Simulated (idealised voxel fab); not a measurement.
Herein follows the process module entitled voxel self aligned vias.
The figure presents cross-section cut, which has a width of 155 nm and is divided into square cells with an edge length of 5 nm.
This document writes a cross-section as a grid whose cells are square, and gives it as bands, listed from the top down; one or more rows of cells form a band. This entry defines a band. It first specifies the height of the band's top and the height of its bottom in nm, and then specifies the band's materials from left to right, stating each material with its width in nm. The word "edge to edge" identifies a single material that fills the band from edge to edge, while the word "empty" identifies empty space. Heads up on the height convention: 0 is the point under which the incoming wafer is all one material, and the lowest band has no bottom, it just keeps going down, like "0..down". Quick explanation for "30 to 40": the width changes in equal steps down the rows of cells, from the first number in the band's top row to the second number in its bottom row. It should be understood that the words "nothing altered", when stated for a given step, signify that the cross-section underwent no change in any of its cells during that step. The list in "Internal closed voids" covers empty spaces of 8 cells or more that cannot reach the top through any open way, and it gives each as width x height at distance; the distance is from the left edge, and width, height and distance are in nm. Where a step's line continues beyond its settings, the continuation is a remark by the simulator itself on that step. When a step includes a mask, the "overlay nm" setting on its line states how far to the right of its planned place that mask lay, and negative values state how far to the left.

### The following list gives the planned process steps
1,RECEIVE, material Si
2,CONFORMAL_DEP, material SiO2, thk nm 10
3,CONFORMAL_DEP, material SiCN, thk nm 5
4,DIRECTIONAL_DEP, material lowk, thk nm 25
5,DIRECTIONAL_DEP, material aC, thk nm 15
6,PATTERN, tone open, mask id LINES, material resist, width nm 15, pitch nm 70, thk nm 35, overlay nm 0
7,DIRECTIONAL_ETCH, etch materials aC, depth nm 15
8,STRIP, etch materials resist
9,DIRECTIONAL_ETCH, etch materials lowk, depth nm 25
10,STRIP, etch materials aC
11,CONFORMAL_DEP, material TiN, thk nm 5
12,FILL_DEP, material Ru, thk nm 5
13,CMP, height nm 40
14,SELECTIVE_ETCH, etch materials W Ru TiN, depth nm 5
15,FILL_DEP, material SiN, thk nm 10
16,CMP, height nm 40
17,DIRECTIONAL_DEP, material lowk, thk nm 15
18,MASKED_ETCH, tone open, mask id VIAS, width nm 40, etch materials lowk, depth nm 15, overlay nm 0
19,MASKED_ETCH, tone open, mask id VIAS, width nm 40, etch materials SiN, depth nm 5, overlay nm 0
20,CONFORMAL_DEP, material TiN, thk nm 5
21,FILL_DEP, material Cu, thk nm 10
22,CMP, height nm 55
23,CONFORMAL_DEP, material SiN, thk nm 5
Wafers differ in width nm at step 6; plan lists the first wafer's value; identical starting state.

### Received wafers, first of several: cross-section after step 1
    0..down: Si edge to edge
    Internal closed voids: none

### At the end of the module, after its last step, step 23, the first of several wafers appears in cross-section as follows
    60..55: SiN edge to edge
    55..45: 20 nm lowk | 5 nm TiN | 30 nm Cu | 5 nm TiN | 95 nm lowk
    45..40: 20 nm lowk | 20 nm TiN | 5 nm Cu | 15 nm TiN | 95 nm lowk
    40..35: 35 nm lowk | 15 nm TiN | 55 nm lowk | 15 nm SiN | 35 nm lowk
    35..20: 35 nm lowk | 5 nm TiN | 5 nm Ru | 5 nm TiN | 55 nm lowk | 5 nm TiN | 5 nm Ru | 5 nm TiN | 35 nm lowk
    20..15: 35 nm lowk | 15 nm TiN | 55 nm lowk | 15 nm TiN | 35 nm lowk
    15..10: SiCN edge to edge
    10..0: SiO2 edge to edge
    0..down: Si edge to edge
    Internal closed voids: none

### Here's the last wafer cross-sectioned at the end of the module
    60..55: SiN edge to edge
    55..45: 20 nm lowk | 5 nm TiN | 30 nm Cu | 5 nm TiN | 95 nm lowk
    45..40: 20 nm lowk | 10 nm TiN | 25 nm Cu | 5 nm TiN | 95 nm lowk
    40..35: 25 nm lowk | 35 nm TiN | 35 nm lowk | 35 nm SiN | 25 nm lowk
    35..20: 25 nm lowk | 5 nm TiN | 25 nm Ru | 5 nm TiN | 35 nm lowk | 5 nm TiN | 25 nm Ru | 5 nm TiN | 25 nm lowk
    20..15: 25 nm lowk | 35 nm TiN | 35 nm lowk | 35 nm TiN | 25 nm lowk
    15..10: SiCN edge to edge
    10..0: SiO2 edge to edge
    0..down: Si edge to edge
    Internal closed voids: none

### The rows of the table below are wafers. Looking at the end of the module, a row counts, for every material, the cells the wafer has gained, shown as (+), or lost, shown as (-), since it was received; its closed voids come next
width nm 15; +13 Cu; +6 Ru; +31 SiCN; +34 SiN; +62 SiO2; +32 TiN; +194 lowk; Internal closed voids: none
width nm 20; +14 Cu; +12 Ru; +31 SiCN; +35 SiN; +62 SiO2; +34 TiN; +184 lowk; Internal closed voids: none
width nm 25; +15 Cu; +18 Ru; +31 SiCN; +36 SiN; +62 SiO2; +36 TiN; +174 lowk; Internal closed voids: none
width nm 30; +16 Cu; +24 Ru; +31 SiCN; +37 SiN; +62 SiO2; +38 TiN; +164 lowk; Internal closed voids: none
width nm 35; +17 Cu; +30 Ru; +31 SiCN; +38 SiN; +62 SiO2; +40 TiN; +154 lowk; Internal closed voids: none
